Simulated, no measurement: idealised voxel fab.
process module | voxel wiring stack
cross-section cut | 195 nm wide | cells 5 nm
A cross-section is a grid of square cells, given in bands from the top down. A band is one or more rows of cells.
Each band's line starts with the height of the band's top and of its bottom, in nm. Then come its materials from left to right, each with its width in nm. One material with "throughout" fills the band from edge to edge. "air" is empty space.
Height 0 is the level under which the wafer as received is all one material. The lowest band goes on downwards, as in "0 down".
A width such as "30 to 40" changes by the same amount from each row of cells to the next, from the band's top row to its bottom row.
"no change" after a step means that no cell of the cross-section changed.
closed voids: empty space of 8 cells or more with no open way to the top, each as width x height at its distance from the left edge, in nm
after a step's settings: what the simulator itself notes on the step
overlay nm, on a step with a mask: how far to the right of its planned place the mask lay; to the left if negative
plan
1 op RECEIVE | material Si
2 op CONFORMAL_DEP | material SiO2 | thk nm 15
3 op DIRECTIONAL_DEP | material TiN | thk nm 5
4 op DIRECTIONAL_DEP | material W | thk nm 15
5 op MASKED_ETCH | tone cover | mask id METAL_1 | width nm 30 | pitch nm 50 | etch materials W | depth nm 15 | overlay nm 0
6 op MASKED_ETCH | tone cover | mask id METAL_1 | width nm 30 | pitch nm 50 | etch materials TiN | depth nm 5 | overlay nm 0
7 op CONFORMAL_DEP | material SiN | thk nm 5
8 op FILL_DEP | material SiO2 | thk nm 5
9 op CMP | height nm 35
10 op CONFORMAL_DEP | material SiCN | thk nm 5
11 op DIRECTIONAL_DEP | material SiO2 | thk nm 10
12 op MASKED_ETCH | tone open | mask id PLUG_1 | width nm 15 | pitch nm 50 | etch materials SiO2 | depth nm 10 | overlay nm 0
13 op MASKED_ETCH | tone open | mask id PLUG_1 | width nm 15 | pitch nm 50 | etch materials SiCN | depth nm 5 | overlay nm 0
14 op EPI | material Ru | thk nm 10
15 op EPI | material Ru | thk nm 5
16 op CONFORMAL_DEP | material SiN | thk nm 5
17 op DIRECTIONAL_DEP | material lowk | thk nm 20
18 op DIRECTIONAL_DEP | material aC | thk nm 15
19 op PATTERN | tone open | mask id METAL_2 | material resist | width nm 30 | pitch nm 50 | thk nm 35 | overlay nm 0
20 op DIRECTIONAL_ETCH | etch materials aC | depth nm 15
21 op STRIP | etch materials resist
22 op DIRECTIONAL_ETCH | etch materials lowk | depth nm 20
23 op DIRECTIONAL_ETCH | etch materials SiN | depth nm 5
24 op STRIP | etch materials aC
25 op CONFORMAL_DEP | material TiN | thk nm 5
26 op FILL_DEP | material Cu | thk nm 10
27 op CMP | height nm 75
28 op EPI | material Ru | thk nm 5
29 op FILL_DEP | material SiCN | thk nm 5
as received, after step 1
  0 down: Si throughout
  closed voids: none
a wafer at the end: this start, this plan, one mistake
  85 to 80: SiCN throughout
  80 to 75: SiCN 25 | Ru 40 | SiCN 10 | Ru 40 | SiCN 10 | Ru 40 | SiCN 30
  75 to 55: lowk 30 | TiN 5 | Cu 20 | TiN 5 | lowk 20 | TiN 5 | Cu 20 | TiN 5 | lowk 20 | TiN 5 | Cu 20 | TiN 5 | lowk 35
  55 to 50: SiN 30 | TiN 30 | SiN 20 | TiN 30 | SiN 20 | TiN 30 | SiN 35
  50 to 40: SiO2 30 | Ru 15 | SiO2 35 | Ru 15 | SiO2 35 | Ru 15 | SiO2 50
  40 to 35: SiCN 30 | Ru 15 | SiCN 35 | Ru 15 | SiCN 35 | Ru 15 | SiCN 50
  35 to 30: SiN 30 | TiN 30 | SiN 20 | TiN 30 | SiN 20 | TiN 30 | SiN 35
  30 to 0: SiO2 throughout
  0 down: Si throughout
  closed voids: none
what went wrong: step 2 was run twice
